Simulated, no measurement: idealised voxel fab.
The following is a process module called voxel gate over fins.
In the cross-section labelled cut, the width is 205 nm and each square cell is 5 nm.
In this document a cross-section is written as a grid of square cells. It is given as a series of bands, listed from the top down, and a band is one or more rows of cells. Band: top and bottom heights (nm) first, top before bottom; then materials from left to right, widths in nm. "full width" marks a sole material filling the band edge to edge. "air" denotes empty space. Measure heights from 0. That's the level where, below it, the as-received wafer is all one material. The lowest band is bottomless and extends downward; write it as in "0 -> down". You'd read "30..40" like this: the band's top row of cells is as wide as the first number, its bottom row is as wide as the second, and going down, every row changes width by the same amount as the row before did. You'll sometimes find "stayed the same" written for a step, and that's the way of saying that nowhere in the cross-section did a cell change during that step. Empty spaces counting at least 8 cells and having no open way to the top are listed in "Sealed-off cavities". The notation width x height at distance is used for each, the distance being from the left edge and all three values in nm. Step line, after settings: the simulator's comment on this step. overlay nm: right-of-plan distance of the mask on a masked step; negative values mean left-of-plan.

[Below is the list of planned process steps]
| 1 | RECEIVE with material Si |
| 2 | CONFORMAL_DEP with material SiN, thk nm 10 |
| 3 | MASKED_ETCH with tone cover, mask id FINS, width nm 15, pitch nm 40, etch materials SiN, depth nm 10, overlay nm 0 |
| 4 | MASKED_ETCH with tone cover, mask id FINS, width nm 15, pitch nm 40, etch materials Si, depth nm 40, overlay nm 0 |
| 5 | FILL_DEP with material SiO2, thk nm 5 |
| 6 | CMP with height nm 10 |
| 7 | SELECTIVE_ETCH with etch materials SiO2, depth nm 20 |
| 8 | STRIP with etch materials SiN |
| 9 | CONFORMAL_DEP with material HfO2, thk nm 5 |
| 10 | CONFORMAL_DEP with material TiN, thk nm 5 |
| 11 | CONFORMAL_DEP with material TiAl, thk nm 5 |
| 12 | CONFORMAL_DEP with material TiN, thk nm 5 |
| 13 | FILL_DEP with material W, thk nm 15 |
| 14 | CMP with height nm 30 |
| 15 | CONFORMAL_DEP with material SiN, thk nm 10 |
For clarity, it should be stated that the wafers under discussion commence in an identical condition and differ with respect to the thk nm of step 10, the plan indicating the value that the first wafer had.

[First wafer of several, as received: cross-section after step 1]
> 0 -> down = Si full width
> Sealed-off cavities: none

[First of several wafers: cross-section at the end of the module, after step 15, its last step]
> 40 -> 30 = SiN full width
> 30 -> 20 = W full width
> 20 -> 15 = W 55, TiN 95, W 55
> 15 -> 10 = W 55, TiN 5, TiAl 85, TiN 5, W 55
> 10 -> 5 = TiN 60, TiAl 5, TiN 35, TiAl 5, TiN 35, TiAl 5, TiN 60
> 5 -> 0 = TiAl 65, TiN 5, HfO2 25, TiN 5, TiAl 5, TiN 5, HfO2 25, TiN 5, TiAl 65
> 0 -> -5 = TiN 70, HfO2 5, Si 15, HfO2 5, TiN 15, HfO2 5, Si 15, HfO2 5, TiN 70
> -5 -> -10 = HfO2 75, Si 15, HfO2 25, Si 15, HfO2 75
> -10 -> -40 = SiO2 75, Si 15, SiO2 25, Si 15, SiO2 75
> -40 -> down = Si full width
> Sealed-off cavities: none

[Last-wafer cross-section at the end of the module]
> 40 -> 30 = SiN full width
> 30 -> 25 = W 40, TiN 5, TiAl 115, TiN 5, W 40
> 25 -> 20 = TiN 45, TiAl 5, TiN 105, TiAl 5, TiN 45
> 20 -> 15 = TiAl 50, TiN 105, TiAl 50
> 15 -> 5 = TiN full width
> 5 -> 0 = TiN 70, HfO2 25, TiN 15, HfO2 25, TiN 70
> 0 -> -5 = TiN 70, HfO2 5, Si 15, HfO2 5, TiN 15, HfO2 5, Si 15, HfO2 5, TiN 70
> -5 -> -10 = HfO2 75, Si 15, HfO2 25, Si 15, HfO2 75
> -10 -> -40 = SiO2 75, Si 15, SiO2 25, Si 15, SiO2 75
> -40 -> down = Si full width
> Sealed-off cavities: none

[Per-wafer rows below. For each material: cells gained (+) or lost (-) since the wafer was received, as of end of module. Then: closed voids]
thk nm 5 | +49 HfO2 | -280 Si | +82 SiN | +210 SiO2 | +47 TiAl | +94 TiN | +126 W | Sealed-off cavities: none
thk nm 10 | +49 HfO2 | -280 Si | +82 SiN | +210 SiO2 | +45 TiAl | +141 TiN | +81 W | Sealed-off cavities: none
thk nm 15 | +49 HfO2 | -280 Si | +82 SiN | +210 SiO2 | +45 TiAl | +186 TiN | +36 W | Sealed-off cavities: none
thk nm 20 | +49 HfO2 | -280 Si | +82 SiN | +210 SiO2 | +45 TiAl | +206 TiN | +16 W | Sealed-off cavities: none
